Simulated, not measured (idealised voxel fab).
The name of this process module is voxel trench capacitor.
In the cross-section labelled cut, the width is 190 nm and each square cell is 5 nm.
A cross-section in this document is a grid of square cells, and it is written down as bands, the top band listed before the ones below it; a band is made up of one or more rows of cells.
In this notation a band is specified by the heights of its top and bottom, in that order and in nm, after which its materials appear from left to right, each paired with its width in nm. The word "edge to edge" attached to a single material means that material fills the band from edge to edge; the word "empty" stands for empty space.
Heads up on the height convention: 0 is the point under which the incoming wafer is all one material, and the lowest band has no bottom, it just keeps going down, like "z 0 and below".
So if you see something like "30..40" for the width, read it as the top row of the band sitting at the first number and the bottom row at the second, with every row in between moving by the same amount as the last.
"nothing got changed", as given for a step, is the statement that not any cell of the cross-section underwent a change during that step.
"Closed void catalog" specifies each empty space that is not open to the top and that occupies no fewer than 8 cells, using the form width x height at distance, the distance measured from the left edge and all three quantities in nm.
Where a step's line continues beyond its settings, the continuation is a remark by the simulator itself on that step.
"overlay nm", when on a step's line for a step with a mask, measures how far to the right of its planned place the mask lay; a negative measure means to the left.

## This section lists the process steps that were planned
1: RECEIVE: material Si
2: CONFORMAL_DEP: material SiN, thk nm 10
3: DIRECTIONAL_DEP: material aC, thk nm 10
4: PATTERN: tone open, mask id TRENCH, material resist, width nm 30, pitch nm 45, thk nm 30, overlay nm 0
5: DIRECTIONAL_ETCH: etch materials aC, depth nm 10
6: STRIP: etch materials resist
7: DIRECTIONAL_ETCH: etch materials SiN, depth nm 10
8: DIRECTIONAL_ETCH: etch materials Si, depth nm 35
9: STRIP: etch materials aC
10: CONFORMAL_DEP: material Al2O3, thk nm 5
11: CONFORMAL_DEP: material TiN, thk nm 5
12: FILL_DEP: material W, thk nm 5
13: CMP: height nm 10

## Below: the first of two wafers, run as planned

## Delivered wafer in cross-section: state after step 1
	z 0 and below = Si edge to edge
	Closed void catalog: none

## After step 2, in cross-section
	z 10 to 0 = SiN edge to edge
	Everything below 0 is unchanged.

## After step 3, in cross-section
	z 20 to 10 = aC edge to edge
	Everything below 10 is unchanged.

## After step 4, in cross-section
	z 50 to 20 = resist 55 nm | empty 30 nm | resist 15 nm | empty 30 nm | resist 60 nm
	Everything below 20 is unchanged.

## After step 5, in cross-section
	z 40 to 20 = resist 55 nm | empty 30 nm | resist 15 nm | empty 30 nm | resist 60 nm
	z 20 to 10 = aC 55 nm | empty 30 nm | aC 15 nm | empty 30 nm | aC 60 nm
	Everything below 10 is unchanged.

## After step 6, in cross-section
	z 20 to 10 = aC 55 nm | empty 30 nm | aC 15 nm | empty 30 nm | aC 60 nm
	Everything below 10 is unchanged.

## After step 7, in cross-section
	z 20 to 10 = aC 55 nm | empty 30 nm | aC 15 nm | empty 30 nm | aC 60 nm
	z 10 to 0 = SiN 55 nm | empty 30 nm | SiN 15 nm | empty 30 nm | SiN 60 nm
	Everything below 0 is unchanged.

## After step 8, in cross-section
	z 20 to 10 = aC 55 nm | empty 30 nm | aC 15 nm | empty 30 nm | aC 60 nm
	z 10 to 0 = SiN 55 nm | empty 30 nm | SiN 15 nm | empty 30 nm | SiN 60 nm
	z 0 to -35 = Si 55 nm | empty 30 nm | Si 15 nm | empty 30 nm | Si 60 nm
	Everything below -35 is unchanged.

## After step 9, in cross-section
	z 10 to 0 = SiN 55 nm | empty 30 nm | SiN 15 nm | empty 30 nm | SiN 60 nm
	Everything below 0 is unchanged.

## After step 10, in cross-section
	z 15 to 10 = Al2O3 60 nm | empty 20 nm | Al2O3 25 nm | empty 20 nm | Al2O3 65 nm
	z 10 to 0 = SiN 55 nm | Al2O3 5 nm | empty 20 nm | Al2O3 5 nm | SiN 15 nm | Al2O3 5 nm | empty 20 nm | Al2O3 5 nm | SiN 60 nm
	z 0 to -30 = Si 55 nm | Al2O3 5 nm | empty 20 nm | Al2O3 5 nm | Si 15 nm | Al2O3 5 nm | empty 20 nm | Al2O3 5 nm | Si 60 nm
	z -30 to -35 = Si 55 nm | Al2O3 30 nm | Si 15 nm | Al2O3 30 nm | Si 60 nm
	Everything below -35 is unchanged.

## After step 11, in cross-section
	z 20 to 15 = TiN 65 nm | empty 10 nm | TiN 35 nm | empty 10 nm | TiN 70 nm
	z 15 to 10 = Al2O3 60 nm | TiN 5 nm | empty 10 nm | TiN 5 nm | Al2O3 25 nm | TiN 5 nm | empty 10 nm | TiN 5 nm | Al2O3 65 nm
	z 10 to 0 = SiN 55 nm | Al2O3 5 nm | TiN 5 nm | empty 10 nm | TiN 5 nm | Al2O3 5 nm | SiN 15 nm | Al2O3 5 nm | TiN 5 nm | empty 10 nm | TiN 5 nm | Al2O3 5 nm | SiN 60 nm
	z 0 to -25 = Si 55 nm | Al2O3 5 nm | TiN 5 nm | empty 10 nm | TiN 5 nm | Al2O3 5 nm | Si 15 nm | Al2O3 5 nm | TiN 5 nm | empty 10 nm | TiN 5 nm | Al2O3 5 nm | Si 60 nm
	z -25 to -30 = Si 55 nm | Al2O3 5 nm | TiN 20 nm | Al2O3 5 nm | Si 15 nm | Al2O3 5 nm | TiN 20 nm | Al2O3 5 nm | Si 60 nm
	Everything below -30 is unchanged.

## After step 12, in cross-section
	z 25 to 20 = W edge to edge
	z 20 to 15 = TiN 65 nm | W 10 nm | TiN 35 nm | W 10 nm | TiN 70 nm
	z 15 to 10 = Al2O3 60 nm | TiN 5 nm | W 10 nm | TiN 5 nm | Al2O3 25 nm | TiN 5 nm | W 10 nm | TiN 5 nm | Al2O3 65 nm
	z 10 to 0 = SiN 55 nm | Al2O3 5 nm | TiN 5 nm | W 10 nm | TiN 5 nm | Al2O3 5 nm | SiN 15 nm | Al2O3 5 nm | TiN 5 nm | W 10 nm | TiN 5 nm | Al2O3 5 nm | SiN 60 nm
	z 0 to -25 = Si 55 nm | Al2O3 5 nm | TiN 5 nm | W 10 nm | TiN 5 nm | Al2O3 5 nm | Si 15 nm | Al2O3 5 nm | TiN 5 nm | W 10 nm | TiN 5 nm | Al2O3 5 nm | Si 60 nm
	Everything below -25 is unchanged.

## After step 13, in cross-section
	z 10 to 0 = SiN 55 nm | Al2O3 5 nm | TiN 5 nm | W 10 nm | TiN 5 nm | Al2O3 5 nm | SiN 15 nm | Al2O3 5 nm | TiN 5 nm | W 10 nm | TiN 5 nm | Al2O3 5 nm | SiN 60 nm
	Everything below 0 is unchanged.

## What follows concerns the second wafer, which started out like the first and was meant to follow the very same plan; one mistake crept in when it was run, but everything up to and including step 3 is the same as for the first wafer

## What the second wafer looks like in cross-section when step 4 should have wrapped up
	z 50 to 20 = resist 60 nm | empty 25 nm | resist 20 nm | empty 25 nm | resist 60 nm
	Everything below 20 is unchanged.

## What the second wafer looks like in cross-section when step 5 should have wrapped up
	z 40 to 20 = resist 60 nm | empty 25 nm | resist 20 nm | empty 25 nm | resist 60 nm
	z 20 to 10 = aC 60 nm | empty 25 nm | aC 20 nm | empty 25 nm | aC 60 nm
	Everything below 10 is unchanged.

## What the second wafer looks like in cross-section when step 6 should have wrapped up
	z 20 to 10 = aC 60 nm | empty 25 nm | aC 20 nm | empty 25 nm | aC 60 nm
	Everything below 10 is unchanged.

## What the second wafer looks like in cross-section when step 7 should have wrapped up
	z 20 to 10 = aC 60 nm | empty 25 nm | aC 20 nm | empty 25 nm | aC 60 nm
	z 10 to 0 = SiN 60 nm | empty 25 nm | SiN 20 nm | empty 25 nm | SiN 60 nm
	Everything below 0 is unchanged.

## What the second wafer looks like in cross-section when step 8 should have wrapped up
	z 20 to 10 = aC 60 nm | empty 25 nm | aC 20 nm | empty 25 nm | aC 60 nm
	z 10 to 0 = SiN 60 nm | empty 25 nm | SiN 20 nm | empty 25 nm | SiN 60 nm
	z 0 to -35 = Si 60 nm | empty 25 nm | Si 20 nm | empty 25 nm | Si 60 nm
	Everything below -35 is unchanged.

## What the second wafer looks like in cross-section when step 9 should have wrapped up
	z 10 to 0 = SiN 60 nm | empty 25 nm | SiN 20 nm | empty 25 nm | SiN 60 nm
	Everything below 0 is unchanged.

## What the second wafer looks like in cross-section when step 10 should have wrapped up
	z 15 to 10 = Al2O3 65 nm | empty 15 nm | Al2O3 30 nm | empty 15 nm | Al2O3 65 nm
	z 10 to 0 = SiN 60 nm | Al2O3 5 nm | empty 15 nm | Al2O3 5 nm | SiN 20 nm | Al2O3 5 nm | empty 15 nm | Al2O3 5 nm | SiN 60 nm
	z 0 to -30 = Si 60 nm | Al2O3 5 nm | empty 15 nm | Al2O3 5 nm | Si 20 nm | Al2O3 5 nm | empty 15 nm | Al2O3 5 nm | Si 60 nm
	z -30 to -35 = Si 60 nm | Al2O3 25 nm | Si 20 nm | Al2O3 25 nm | Si 60 nm
	Everything below -35 is unchanged.

## What the second wafer looks like in cross-section when step 11 should have wrapped up
	z 20 to 15 = TiN 70 nm | empty 5 nm | TiN 40 nm | empty 5 nm | TiN 70 nm
	z 15 to 10 = Al2O3 65 nm | TiN 5 nm | empty 5 nm | TiN 5 nm | Al2O3 30 nm | TiN 5 nm | empty 5 nm | TiN 5 nm | Al2O3 65 nm
	z 10 to 0 = SiN 60 nm | Al2O3 5 nm | TiN 5 nm | empty 5 nm | TiN 5 nm | Al2O3 5 nm | SiN 20 nm | Al2O3 5 nm | TiN 5 nm | empty 5 nm | TiN 5 nm | Al2O3 5 nm | SiN 60 nm
	z 0 to -25 = Si 60 nm | Al2O3 5 nm | TiN 5 nm | empty 5 nm | TiN 5 nm | Al2O3 5 nm | Si 20 nm | Al2O3 5 nm | TiN 5 nm | empty 5 nm | TiN 5 nm | Al2O3 5 nm | Si 60 nm
	z -25 to -30 = Si 60 nm | Al2O3 5 nm | TiN 15 nm | Al2O3 5 nm | Si 20 nm | Al2O3 5 nm | TiN 15 nm | Al2O3 5 nm | Si 60 nm
	Everything below -30 is unchanged.

## What the second wafer looks like in cross-section when step 12 should have wrapped up
	z 25 to 20 = W edge to edge
	z 20 to 15 = TiN 70 nm | W 5 nm | TiN 40 nm | W 5 nm | TiN 70 nm
	z 15 to 10 = Al2O3 65 nm | TiN 5 nm | W 5 nm | TiN 5 nm | Al2O3 30 nm | TiN 5 nm | W 5 nm | TiN 5 nm | Al2O3 65 nm
	z 10 to 0 = SiN 60 nm | Al2O3 5 nm | TiN 5 nm | W 5 nm | TiN 5 nm | Al2O3 5 nm | SiN 20 nm | Al2O3 5 nm | TiN 5 nm | W 5 nm | TiN 5 nm | Al2O3 5 nm | SiN 60 nm
	z 0 to -25 = Si 60 nm | Al2O3 5 nm | TiN 5 nm | W 5 nm | TiN 5 nm | Al2O3 5 nm | Si 20 nm | Al2O3 5 nm | TiN 5 nm | W 5 nm | TiN 5 nm | Al2O3 5 nm | Si 60 nm
	Everything below -25 is unchanged.

## What the second wafer looks like in cross-section when step 13 should have wrapped up
	z 10 to 0 = SiN 60 nm | Al2O3 5 nm | TiN 5 nm | W 5 nm | TiN 5 nm | Al2O3 5 nm | SiN 20 nm | Al2O3 5 nm | TiN 5 nm | W 5 nm | TiN 5 nm | Al2O3 5 nm | SiN 60 nm
	Everything below 0 is unchanged.
The plan and the run diverged here: note that step 4 departed from the planned setting and was carried out as PATTERN: tone open, mask id TRENCH, material resist, width nm 25, pitch nm 45, thk nm 30, overlay nm 0
Heads up, by the end the second wafer has more or fewer cells of some materials compared to the first: 2 fewer of Al2O3, 14 more of Si, 4 more of SiN, 2 fewer of TiN, 14 fewer of W
